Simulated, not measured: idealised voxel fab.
The process module that follows is named voxel transistor to metal.
For reference, the cross-section in this document is cut, with width 190 nm and square cells of 5 nm.
If you're reading a cross-section in this doc, picture square cells in a grid; it comes to you as bands, top ones listed first down to the bottom, and a band can be one or more rows of cells.
It is stipulated that each band's entry specify, in nanometres, the height of the top of the band and then that of its bottom, followed by the materials of the band in left-to-right sequence, each together with its width in nanometres. A single material marked by the word "all across" is understood to fill the band from edge to edge; the word "blank" is understood to denote empty space.
Note: height 0 marks the level under which the wafer is uniformly one material as received. Lowest band unbounded below, written "0 and below".
The notation "30..40" denotes a width that varies across the rows of cells in the band, beginning at the first number in the top row, finishing at the second number in the bottom row, and changing by an identical amount from each row to the next.
"nothing changed" for a step: no cell of the cross-section changed in that step.
"Fully enclosed voids": empty spaces of 8 cells or more with no open way to the top, each given as width x height at distance, distance from the left edge, all in nm.
What comes after the settings on a step's line is commentary from the simulator itself on that step.
Regarding "overlay nm": on a step with a mask, it is the distance the mask lay to the right of its planned place; a negative value places it to the left.

# Intended process steps
1,RECEIVE with material Si
2,OXIDIZE with depth nm 5
3,CONFORMAL_DEP with material SiN, thk nm 10
4,MASKED_ETCH with tone cover, mask id ACTIVE, width nm 125, etch materials SiN, depth nm 10, overlay nm 0
5,MASKED_ETCH with tone cover, mask id ACTIVE, width nm 125, etch materials SiO2, depth nm 5, overlay nm 0
6,MASKED_ETCH with tone cover, mask id ACTIVE, width nm 125, etch materials Si, depth nm 20, overlay nm 0
7,OXIDIZE with depth nm 5
8,FILL_DEP with material SiO2, thk nm 5
9,CMP with height nm 10
10,SELECTIVE_ETCH with etch materials SiO2, depth nm 5
11,STRIP with etch materials SiN
12,SELECTIVE_ETCH with etch materials SiO2, depth nm 5
13,OXIDIZE with depth nm 5
14,DIRECTIONAL_DEP with material polySi, thk nm 30
15,DIRECTIONAL_DEP with material SiCN, thk nm 10
16,MASKED_ETCH with tone cover, mask id GATE, width nm 35, etch materials SiCN, depth nm 20, overlay nm 0
17,MASKED_ETCH with tone cover, mask id GATE, width nm 35, etch materials polySi, depth nm 40, overlay nm 0
18,CONFORMAL_DEP with material SiN, thk nm 5
19,DIRECTIONAL_ETCH with etch materials SiN, depth nm 5
20,DIRECTIONAL_ETCH with etch materials SiO2, depth nm 5
21,EPI with material pSi, thk nm 5
22,FILL_DEP with material SiO2, thk nm 10
23,CMP with height nm 25
24,STRIP with etch materials polySi
25,SELECTIVE_ETCH with etch materials SiO2, depth nm 5
26,CONFORMAL_DEP with material HfO2, thk nm 5
27,CONFORMAL_DEP with material TiN, thk nm 5
28,FILL_DEP with material W, thk nm 5
29,CMP with height nm 20
30,DIRECTIONAL_DEP with material SiO2, thk nm 10
31,MASKED_ETCH with tone open, mask id CONTACT, width nm 20, pitch nm 85, etch materials SiO2, depth nm 35, overlay nm 0
32,CONFORMAL_DEP with material TiN, thk nm 5
33,FILL_DEP with material Ru, thk nm 5
34,CMP with height nm 30
35,CONFORMAL_DEP with material SiCN, thk nm 5
36,DIRECTIONAL_DEP with material SiO2, thk nm 25
37,PATTERN with tone open, mask id METAL_1, material resist, width nm 20, pitch nm 85, thk nm 15, overlay nm 0
38,DIRECTIONAL_ETCH with etch materials SiO2, depth nm 25
39,DIRECTIONAL_ETCH with etch materials SiCN, depth nm 5
40,STRIP with etch materials resist
41,CONFORMAL_DEP with material TiN, thk nm 5
42,FILL_DEP with material Cu, thk nm 5
43,CMP with height nm 60
44,EPI with material Ru, thk nm 5
45,FILL_DEP with material SiCN, thk nm 5
46,DIRECTIONAL_DEP with material lowk, thk nm 30
47,PATTERN with tone open, mask id METAL_2_HOLES, material resist, width nm 15, pitch nm 85, thk nm 15, overlay nm 0
48,DIRECTIONAL_ETCH with etch materials lowk, depth nm 30
49,STRIP with etch materials resist
50,PATTERN with tone open, mask id METAL_2, material resist, width nm 20, pitch nm 85, thk nm 15, overlay nm 0
51,DIRECTIONAL_ETCH with etch materials lowk, depth nm 20
52,DIRECTIONAL_ETCH with etch materials SiCN, depth nm 5
53,STRIP with etch materials resist
54,CONFORMAL_DEP with material TiN, thk nm 5
55,FILL_DEP with material Cu, thk nm 5
56,CMP with height nm 100
57,CONFORMAL_DEP with material SiN, thk nm 5

# Cross-section of the wafer upon arrival, representing the state reached after step 1
	0 and below: Si all across
	Fully enclosed voids: none

# Look at the cross-section after the module: the wafer started out the way shown above and the plan was the one shown above, yet one mistake was made along the way
	105 down to 100: SiN all across
	100 down to 85: Cu 50 nm, then TiN 5 nm, then lowk 5 nm, then TiN 5 nm, then Cu 70 nm, then TiN 5 nm, then lowk 5 nm, then TiN 5 nm, then Cu 40 nm
	85 down to 80: TiN 45 nm, then Cu 5 nm, then TiN 5 nm, then lowk 5 nm, then TiN 70 nm, then Cu 5 nm, then TiN 5 nm, then lowk 5 nm, then TiN 45 nm
	80 down to 75: lowk 40 nm, then TiN 5 nm, then Cu 5 nm, then TiN 5 nm, then lowk 70 nm, then TiN 5 nm, then Cu 5 nm, then TiN 5 nm, then lowk 50 nm
	75 down to 70: lowk 40 nm, then TiN 15 nm, then lowk 70 nm, then TiN 15 nm, then lowk 50 nm
	70 down to 65: SiCN all across
	65 down to 60: SiCN 35 nm, then Ru 30 nm, then SiCN 55 nm, then Ru 30 nm, then SiCN 40 nm
	60 down to 35: SiO2 40 nm, then TiN 5 nm, then Cu 10 nm, then TiN 5 nm, then SiO2 65 nm, then TiN 5 nm, then Cu 10 nm, then TiN 5 nm, then SiO2 45 nm
	35 down to 30: SiCN 40 nm, then TiN 20 nm, then SiCN 65 nm, then TiN 20 nm, then SiCN 45 nm
	30 down to 20: SiO2 40 nm, then TiN 5 nm, then Ru 10 nm, then TiN 5 nm, then SiO2 65 nm, then TiN 5 nm, then Ru 10 nm, then TiN 5 nm, then SiO2 45 nm
	20 down to 0: SiO2 40 nm, then TiN 5 nm, then Ru 10 nm, then TiN 5 nm, then SiO2 10 nm, then SiN 5 nm, then HfO2 5 nm, then TiN 5 nm, then W 15 nm, then TiN 5 nm, then HfO2 5 nm, then SiN 5 nm, then SiO2 10 nm, then TiN 5 nm, then Ru 10 nm, then TiN 5 nm, then SiO2 45 nm
	0 down to -5: SiO2 25 nm, then SiN 5 nm, then SiO2 10 nm, then TiN 20 nm, then SiO2 10 nm, then SiN 5 nm, then HfO2 5 nm, then TiN 25 nm, then HfO2 5 nm, then SiN 5 nm, then SiO2 10 nm, then TiN 20 nm, then SiO2 10 nm, then SiN 5 nm, then SiO2 30 nm
	-5 down to -10: SiO2 30 nm, then pSi 40 nm, then HfO2 45 nm, then pSi 40 nm, then SiO2 35 nm
	-10 down to -30: SiO2 35 nm, then Si 115 nm, then SiO2 40 nm
	-30 and below: Si all across
	Fully enclosed voids: none
The mistake made against the process plan was this: planned and actual differ for step 50; actual: PATTERN with tone cover, mask id METAL_2, material resist, width nm 20, pitch nm 85, thk nm 15, overlay nm 0
